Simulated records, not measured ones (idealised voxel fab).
Herein follows the process module entitled voxel transistor to metal.
For reference, the cross-section in this document is cut, with width 185 nm and square cells of 5 nm.
How to read a cross-section here: the picture is a grid of square cells, written as bands going from the top down, and any band can span one or more rows of cells. Band: top and bottom heights (nm) first, top before bottom; then materials from left to right, widths in nm. "throughout" marks a sole material filling the band edge to edge. "blank" denotes empty space. It should be noted that heights are counted from 0, beneath which the wafer as supplied is of one material throughout, and that the lowest band possesses no lower boundary but continues downward, as written in "0 and below". You'd read "30 to 40" like this: the band's top row of cells is as wide as the first number, its bottom row is as wide as the second, and going down, every row changes width by the same amount as the row before did. Basically "no modifications" means that step didn't change any cell in the cross-section. Listed in "Entrapped voids": every empty space of 8 or more cells without an open way to the top. Form: width x height at distance, the distance being from the left edge, all in nm. Heads up: the bit after the settings on a step's line is the simulator's remark on that step. "overlay nm", when on a step's line for a step with a mask, measures how far to the right of its planned place the mask lay; a negative measure means to the left.

Planned process steps:
| 1 | RECEIVE (material Si) |
| 2 | CONFORMAL_DEP (material SiO2; thk nm 5) |
| 3 | CONFORMAL_DEP (material SiN; thk nm 15) |
| 4 | PATTERN (tone cover; mask id ACTIVE; material resist; width nm 105; thk nm 15; overlay nm 0) |
| 5 | DIRECTIONAL_ETCH (etch materials SiN; depth nm 15) |
| 6 | DIRECTIONAL_ETCH (etch materials SiO2; depth nm 5) |
| 7 | DIRECTIONAL_ETCH (etch materials Si; depth nm 20) |
| 8 | STRIP (etch materials resist) |
| 9 | FILL_DEP (material SiO2; thk nm 15) |
| 10 | CMP (height nm 20) |
| 11 | SELECTIVE_ETCH (etch materials SiO2; depth nm 10) |
| 12 | STRIP (etch materials SiN) |
| 13 | SELECTIVE_ETCH (etch materials SiO2; depth nm 5) |
| 14 | OXIDIZE (depth nm 5) |
| 15 | DIRECTIONAL_DEP (material polySi; thk nm 25) |
| 16 | DIRECTIONAL_DEP (material SiCN; thk nm 10) |
| 17 | DIRECTIONAL_DEP (material aC; thk nm 15) |
| 18 | PATTERN (tone cover; mask id GATE; material resist; width nm 25; thk nm 30; overlay nm 0) |
| 19 | DIRECTIONAL_ETCH (etch materials aC; depth nm 15) |
| 20 | STRIP (etch materials resist) |
| 21 | DIRECTIONAL_ETCH (etch materials SiCN; depth nm 20) |
| 22 | DIRECTIONAL_ETCH (etch materials polySi; depth nm 35) |
| 23 | STRIP (etch materials aC) |
| 24 | CONFORMAL_DEP (material SiO2; thk nm 5) |
| 25 | DIRECTIONAL_ETCH (etch materials SiO2; depth nm 5) |
| 26 | CONFORMAL_DEP (material SiN; thk nm 5) |
| 27 | DIRECTIONAL_ETCH (etch materials SiN; depth nm 5) |
| 28 | DIRECTIONAL_ETCH (etch materials SiO2; depth nm 5) |
| 29 | DIRECTIONAL_ETCH (etch materials Si; depth nm 5) |
| 30 | EPI (material nSi; thk nm 10) |
| 31 | FILL_DEP (material SiO2; thk nm 5) |
| 32 | CMP (height nm 25) |
| 33 | STRIP (etch materials polySi) |
| 34 | SELECTIVE_ETCH (etch materials SiO2; depth nm 5) |
| 35 | CONFORMAL_DEP (material HfO2; thk nm 5) |
| 36 | CONFORMAL_DEP (material TiN; thk nm 5) |
| 37 | FILL_DEP (material W; thk nm 10) |
| 38 | CMP (height nm 20) |
| 39 | DIRECTIONAL_DEP (material SiO2; thk nm 15) |
| 40 | MASKED_ETCH (tone open; mask id CONTACT; width nm 15; pitch nm 70; etch materials SiO2; depth nm 35; overlay nm 0) |
| 41 | CONFORMAL_DEP (material TiN; thk nm 5) |
| 42 | FILL_DEP (material Ru; thk nm 10) |
| 43 | CMP (height nm 35) |
| 44 | CONFORMAL_DEP (material SiCN; thk nm 5) |
| 45 | DIRECTIONAL_DEP (material lowk; thk nm 20) |
| 46 | MASKED_ETCH (tone open; mask id METAL_1; width nm 15; pitch nm 70; etch materials lowk; depth nm 20; overlay nm 0) |
| 47 | MASKED_ETCH (tone open; mask id METAL_1; width nm 15; pitch nm 70; etch materials SiCN; depth nm 5; overlay nm 0) |
| 48 | CONFORMAL_DEP (material TiN; thk nm 5) |
| 49 | FILL_DEP (material Cu; thk nm 5) |
| 50 | CMP (height nm 60) |
| 51 | EPI (material Ru; thk nm 5) |
| 52 | FILL_DEP (material SiCN; thk nm 5) |
| 53 | DIRECTIONAL_DEP (material SiO2; thk nm 30) |
| 54 | PATTERN (tone open; mask id METAL_2; material resist; width nm 15; pitch nm 70; thk nm 15; overlay nm 0) |
| 55 | DIRECTIONAL_ETCH (etch materials SiO2; depth nm 20) |
| 56 | STRIP (etch materials resist) |
| 57 | MASKED_ETCH (tone open; mask id METAL_2_HOLES; width nm 15; pitch nm 70; etch materials SiO2; depth nm 10; overlay nm 0) |
| 58 | MASKED_ETCH (tone open; mask id METAL_2_HOLES; width nm 15; pitch nm 70; etch materials SiCN; depth nm 5; overlay nm 0) |
| 59 | CONFORMAL_DEP (material TiN; thk nm 5) |
| 60 | FILL_DEP (material Ru; thk nm 5) |
| 61 | CMP (height nm 100) |
| 62 | CONFORMAL_DEP (material SiCN; thk nm 5) |

Shown in cross-section is the wafer as received, that is, as it stands after step 1:
- 0 and below: Si throughout
- Entrapped voids: none

The first of two wafers, cross-sectioned at the end of the module, with the run proceeding as planned:
- 105 down to 100: SiCN throughout
- 100 down to 70: 50 SiO2 / 5 TiN / 5 Ru / 5 TiN / 55 SiO2 / 5 TiN / 5 Ru / 5 TiN / 50 SiO2
- 70 down to 65: 50 SiCN / 15 TiN / 55 SiCN / 15 TiN / 50 SiCN
- 65 down to 60: 45 SiCN / 25 Ru / 45 SiCN / 25 Ru / 45 SiCN
- 60 down to 40: 50 lowk / 5 TiN / 5 Cu / 5 TiN / 55 lowk / 5 TiN / 5 Cu / 5 TiN / 50 lowk
- 40 down to 35: 50 SiCN / 15 TiN / 55 SiCN / 15 TiN / 50 SiCN
- 35 down to 20: 50 SiO2 / 5 TiN / 5 Ru / 5 TiN / 55 SiO2 / 5 TiN / 5 Ru / 5 TiN / 50 SiO2
- 20 down to 10: 50 SiO2 / 5 TiN / 5 Ru / 5 TiN / 5 SiO2 / 5 SiN / 5 HfO2 / 5 TiN / 15 W / 5 TiN / 5 HfO2 / 5 SiN / 5 SiO2 / 5 TiN / 5 Ru / 5 TiN / 50 SiO2
- 10 down to 5: 50 SiO2 / 15 TiN / 5 SiO2 / 5 SiN / 5 HfO2 / 5 TiN / 15 W / 5 TiN / 5 HfO2 / 5 SiN / 5 SiO2 / 15 TiN / 50 SiO2
- 5 down to 0: 40 SiO2 / 5 SiN / 10 nSi / 5 TiN / 10 nSi / 5 SiN / 5 HfO2 / 25 TiN / 5 HfO2 / 5 SiN / 10 nSi / 5 TiN / 10 nSi / 5 SiN / 40 SiO2
- 0 down to -5: 45 SiO2 / 25 nSi / 5 SiO2 / 35 HfO2 / 5 SiO2 / 25 nSi / 45 SiO2
- -5 down to -10: 40 SiO2 / 5 Si / 25 nSi / 45 Si / 25 nSi / 5 Si / 40 SiO2
- -10 down to -20: 40 SiO2 / 105 Si / 40 SiO2
- -20 and below: Si throughout
- Entrapped voids: none

Presented here is a cross-section of the second of the two wafers as it stood at the end of the module. It was started in the same manner and assigned the same plan as the first wafer; however, one mistake was made in its execution:
- 105 down to 100: SiCN throughout
- 100 down to 70: 50 SiO2 / 5 TiN / 5 Ru / 5 TiN / 55 SiO2 / 5 TiN / 5 Ru / 5 TiN / 50 SiO2
- 70 down to 65: 50 SiCN / 15 TiN / 55 SiCN / 15 TiN / 50 SiCN
- 65 down to 60: 45 SiCN / 25 Ru / 45 SiCN / 25 Ru / 45 SiCN
- 60 down to 40: 50 lowk / 5 TiN / 5 Cu / 5 TiN / 55 lowk / 5 TiN / 5 Cu / 5 TiN / 50 lowk
- 40 down to 35: 50 SiCN / 15 TiN / 55 SiCN / 15 TiN / 50 SiCN
- 35 down to 20: 50 SiO2 / 5 TiN / 5 Ru / 5 TiN / 55 SiO2 / 5 TiN / 5 Ru / 5 TiN / 50 SiO2
- 20 down to 10: 50 SiO2 / 5 TiN / 5 Ru / 5 TiN / 5 SiO2 / 5 SiN / 5 HfO2 / 5 TiN / 15 W / 5 TiN / 5 HfO2 / 5 SiN / 5 SiO2 / 5 TiN / 5 Ru / 5 TiN / 50 SiO2
- 10 down to 5: 50 SiO2 / 15 TiN / 5 SiO2 / 5 SiN / 5 HfO2 / 5 TiN / 15 W / 5 TiN / 5 HfO2 / 5 SiN / 5 SiO2 / 15 TiN / 50 SiO2
- 5 down to 0: 40 SiO2 / 5 SiN / 10 nSi / 5 TiN / 10 nSi / 5 SiN / 5 HfO2 / 25 TiN / 5 HfO2 / 5 SiN / 10 nSi / 5 TiN / 10 nSi / 5 SiN / 40 SiO2
- 0 down to -5: 45 SiO2 / 25 nSi / 5 SiO2 / 35 HfO2 / 5 SiO2 / 25 nSi / 45 SiO2
- -5 down to -10: 40 SiO2 / 5 Si / 25 nSi / 45 Si / 25 nSi / 5 Si / 40 SiO2
- -10 down to -40: 40 SiO2 / 105 Si / 40 SiO2
- -40 and below: Si throughout
- Entrapped voids: none
Heads up, the wafer didn't run the way we planned it: execution of plan step 7 occurred twice
Final difference in cells, second wafer against first, listed per material as more or fewer: Si -64 | SiO2 +64
